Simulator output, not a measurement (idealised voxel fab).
process module | voxel wiring stack
cross-section cut | 165 nm wide | cells 5 nm
A cross-section is a grid of square cells, given in bands from the top down. A band is one or more rows of cells.
Each band's line starts with the height of the band's top and of its bottom, in nm. Then come its materials from left to right, each with its width in nm. One material with "throughout" fills the band from edge to edge. "air" is empty space.
Height 0 is the level under which the wafer as received is all one material. The lowest band goes on downwards, as in "0 down".
A width such as "30 to 40" changes by the same amount from each row of cells to the next, from the band's top row to its bottom row.
"no change" after a step means that no cell of the cross-section changed.
closed voids: empty space of 8 cells or more with no open way to the top, each as width x height at its distance from the left edge, in nm
after a step's settings: what the simulator itself notes on the step
overlay nm, on a step with a mask: how far to the right of its planned place the mask lay; to the left if negative
plan
1 op RECEIVE | material Si
2 op CONFORMAL_DEP | material SiO2 | thk nm 15
3 op DIRECTIONAL_DEP | material TiN | thk nm 5
4 op DIRECTIONAL_DEP | material W | thk nm 20
5 op DIRECTIONAL_DEP | material aC | thk nm 10
6 op PATTERN | tone cover | mask id METAL_1 | material resist | width nm 30 | pitch nm 45 | thk nm 30 | overlay nm 0
7 op DIRECTIONAL_ETCH | etch materials aC | depth nm 10
8 op STRIP | etch materials resist
9 op DIRECTIONAL_ETCH | etch materials W | depth nm 20
10 op DIRECTIONAL_ETCH | etch materials TiN | depth nm 5
11 op STRIP | etch materials aC
12 op CONFORMAL_DEP | material SiN | thk nm 5
13 op FILL_DEP | material lowk | thk nm 5
14 op CMP | height nm 40
15 op CONFORMAL_DEP | material SiCN | thk nm 5
16 op DIRECTIONAL_DEP | material SiO2 | thk nm 20
17 op DIRECTIONAL_DEP | material aC | thk nm 10
18 op PATTERN | tone open | mask id PLUG_1 | material resist | width nm 15 | pitch nm 90 | thk nm 25 | overlay nm 0
19 op DIRECTIONAL_ETCH | etch materials aC | depth nm 10
20 op STRIP | etch materials resist
21 op DIRECTIONAL_ETCH | etch materials SiO2 | depth nm 20
22 op DIRECTIONAL_ETCH | etch materials SiCN | depth nm 5
23 op STRIP | etch materials aC
24 op EPI | material Ru | thk nm 10
25 op EPI | material Ru | thk nm 10
26 op EPI | material Ru | thk nm 5
27 op DIRECTIONAL_DEP | material TiN | thk nm 5
28 op DIRECTIONAL_DEP | material W | thk nm 25
29 op DIRECTIONAL_DEP | material aC | thk nm 10
30 op PATTERN | tone cover | mask id METAL_2 | material resist | width nm 30 | pitch nm 45 | thk nm 30 | overlay nm 0
31 op DIRECTIONAL_ETCH | etch materials aC | depth nm 10
32 op STRIP | etch materials resist
33 op DIRECTIONAL_ETCH | etch materials W | depth nm 25
34 op DIRECTIONAL_ETCH | etch materials TiN | depth nm 5
35 op STRIP | etch materials aC
36 op CONFORMAL_DEP | material SiN | thk nm 5
37 op FILL_DEP | material lowk | thk nm 5
38 op CMP | height nm 95
39 op CONFORMAL_DEP | material SiCN | thk nm 5
40 op DIRECTIONAL_DEP | material lowk | thk nm 10
41 op MASKED_ETCH | tone open | mask id PLUG_2 | width nm 15 | pitch nm 90 | etch materials lowk | depth nm 10 | overlay nm 0
42 op MASKED_ETCH | tone open | mask id PLUG_2 | width nm 15 | pitch nm 90 | etch materials SiCN | depth nm 5 | overlay nm 0
43 op EPI | material Ru | thk nm 10
44 op EPI | material Ru | thk nm 5
45 op DIRECTIONAL_DEP | material TiN | thk nm 5
46 op DIRECTIONAL_DEP | material W | thk nm 15
47 op MASKED_ETCH | tone cover | mask id METAL_3 | width nm 30 | pitch nm 45 | etch materials W | depth nm 15 | overlay nm 0
48 op MASKED_ETCH | tone cover | mask id METAL_3 | width nm 30 | pitch nm 45 | etch materials TiN | depth nm 5 | overlay nm 0
49 op FILL_DEP | material SiO2 | thk nm 10
50 op CMP | height nm 130
51 op CONFORMAL_DEP | material SiCN | thk nm 5
52 op DIRECTIONAL_DEP | material lowk | thk nm 10
53 op PATTERN | tone open | mask id PLUG_3 | material resist | width nm 15 | pitch nm 45 | thk nm 20 | overlay nm 0
54 op DIRECTIONAL_ETCH | etch materials lowk | depth nm 10
55 op DIRECTIONAL_ETCH | etch materials SiCN | depth nm 5
56 op STRIP | etch materials resist
57 op CONFORMAL_DEP | material TiN | thk nm 5
58 op FILL_DEP | material Cu | thk nm 5
59 op CMP | height nm 145
60 op DIRECTIONAL_DEP | material TiN | thk nm 5
61 op DIRECTIONAL_DEP | material W | thk nm 20
62 op MASKED_ETCH | tone cover | mask id METAL_4 | width nm 30 | pitch nm 45 | etch materials W | depth nm 20 | overlay nm 0
63 op MASKED_ETCH | tone cover | mask id METAL_4 | width nm 30 | pitch nm 45 | etch materials TiN | depth nm 5 | overlay nm 0
64 op CONFORMAL_DEP | material SiCN | thk nm 5
65 op FILL_DEP | material SiO2 | thk nm 10
66 op CMP | height nm 170
67 op CONFORMAL_DEP | material SiCN | thk nm 5
as received, after step 1
  0 down: Si throughout
  closed voids: none
first wafer at the end, as planned
  175 to 170: SiCN throughout
  170 to 150: SiO2 15 | SiCN 5 | W 30 | SiCN 5 | SiO2 5 | SiCN 5 | W 30 | SiCN 5 | SiO2 5 | SiCN 5 | W 30 | SiCN 5 | SiO2 20
  150 to 145: SiCN 20 | TiN 30 | SiCN 15 | TiN 30 | SiCN 15 | TiN 30 | SiCN 25
  145 to 135: lowk 20 | TiN 5 | Cu 5 | TiN 5 | lowk 30 | TiN 5 | Cu 5 | TiN 5 | lowk 30 | TiN 5 | Cu 5 | TiN 5 | lowk 40
  135 to 130: SiCN 20 | TiN 15 | SiCN 30 | TiN 15 | SiCN 30 | TiN 15 | SiCN 40
  130 to 115: SiO2 20 | W 30 | SiO2 15 | W 30 | SiO2 15 | W 30 | SiO2 25
  115 to 110: SiO2 20 | TiN 30 | SiO2 15 | TiN 30 | SiO2 15 | TiN 30 | SiO2 25
  110 to 100: lowk 20 | Ru 15 | lowk 75 | Ru 15 | lowk 40
  100 to 95: SiCN 20 | Ru 15 | SiCN 75 | Ru 15 | SiCN 40
  95 to 70: lowk 15 | SiN 5 | W 30 | SiN 5 | lowk 5 | SiN 5 | W 30 | SiN 5 | lowk 5 | SiN 5 | W 30 | SiN 5 | lowk 20
  70 to 65: SiN 20 | TiN 30 | SiN 15 | TiN 30 | SiN 15 | TiN 30 | SiN 25
  65 to 45: SiO2 20 | Ru 15 | SiO2 75 | Ru 15 | SiO2 40
  45 to 40: SiCN 20 | Ru 15 | SiCN 75 | Ru 15 | SiCN 40
  40 to 20: lowk 15 | SiN 5 | W 30 | SiN 5 | lowk 5 | SiN 5 | W 30 | SiN 5 | lowk 5 | SiN 5 | W 30 | SiN 5 | lowk 20
  20 to 15: SiN 20 | TiN 30 | SiN 15 | TiN 30 | SiN 15 | TiN 30 | SiN 25
  15 to 0: SiO2 throughout
  0 down: Si throughout
  closed voids: none
second wafer at the end: like start, like plan, one mistake
  175 to 170: SiCN throughout
  170 to 155: SiO2 10 | SiCN 5 | W 30 | SiCN 5 | SiO2 5 | SiCN 5 | W 30 | SiCN 5 | SiO2 5 | SiCN 5 | W 30 | SiCN 5 | SiO2 25
  155 to 150: SiO2 10 | SiCN 5 | W 30 | SiCN 15 | W 30 | SiCN 15 | W 30 | SiCN 10 | SiO2 20
  150 to 145: SiCN 15 | TiN 35 | SiCN 10 | TiN 35 | SiCN 10 | TiN 35 | SiCN 25
  145 to 135: lowk 20 | TiN 5 | Cu 5 | TiN 5 | lowk 30 | TiN 5 | Cu 5 | TiN 5 | lowk 30 | TiN 5 | Cu 5 | TiN 5 | lowk 40
  135 to 130: SiCN 20 | TiN 15 | SiCN 30 | TiN 15 | SiCN 30 | TiN 15 | SiCN 40
  130 to 115: SiO2 20 | W 30 | SiO2 15 | W 30 | SiO2 15 | W 30 | SiO2 25
  115 to 110: SiO2 20 | TiN 30 | SiO2 15 | TiN 30 | SiO2 15 | TiN 30 | SiO2 25
  110 to 100: lowk 20 | Ru 15 | lowk 75 | Ru 15 | lowk 40
  100 to 95: SiCN 20 | Ru 15 | SiCN 75 | Ru 15 | SiCN 40
  95 to 70: lowk 15 | SiN 5 | W 30 | SiN 5 | lowk 5 | SiN 5 | W 30 | SiN 5 | lowk 5 | SiN 5 | W 30 | SiN 5 | lowk 20
  70 to 65: SiN 20 | TiN 30 | SiN 15 | TiN 30 | SiN 15 | TiN 30 | SiN 25
  65 to 45: SiO2 20 | Ru 15 | SiO2 75 | Ru 15 | SiO2 40
  45 to 40: SiCN 20 | Ru 15 | SiCN 75 | Ru 15 | SiCN 40
  40 to 20: lowk 15 | SiN 5 | W 30 | SiN 5 | lowk 5 | SiN 5 | W 30 | SiN 5 | lowk 5 | SiN 5 | W 30 | SiN 5 | lowk 20
  20 to 15: SiN 20 | TiN 30 | SiN 15 | TiN 30 | SiN 15 | TiN 30 | SiN 25
  15 to 0: SiO2 throughout
  0 down: Si throughout
  closed voids: none
what went wrong: step 62 ran as: op MASKED_ETCH | tone cover | mask id METAL_4 | width nm 30 | pitch nm 45 | etch materials W | depth nm 20 | overlay nm -5
at the end the second wafer has, in cells: 3 fewer of SiO2 | 3 more of TiN
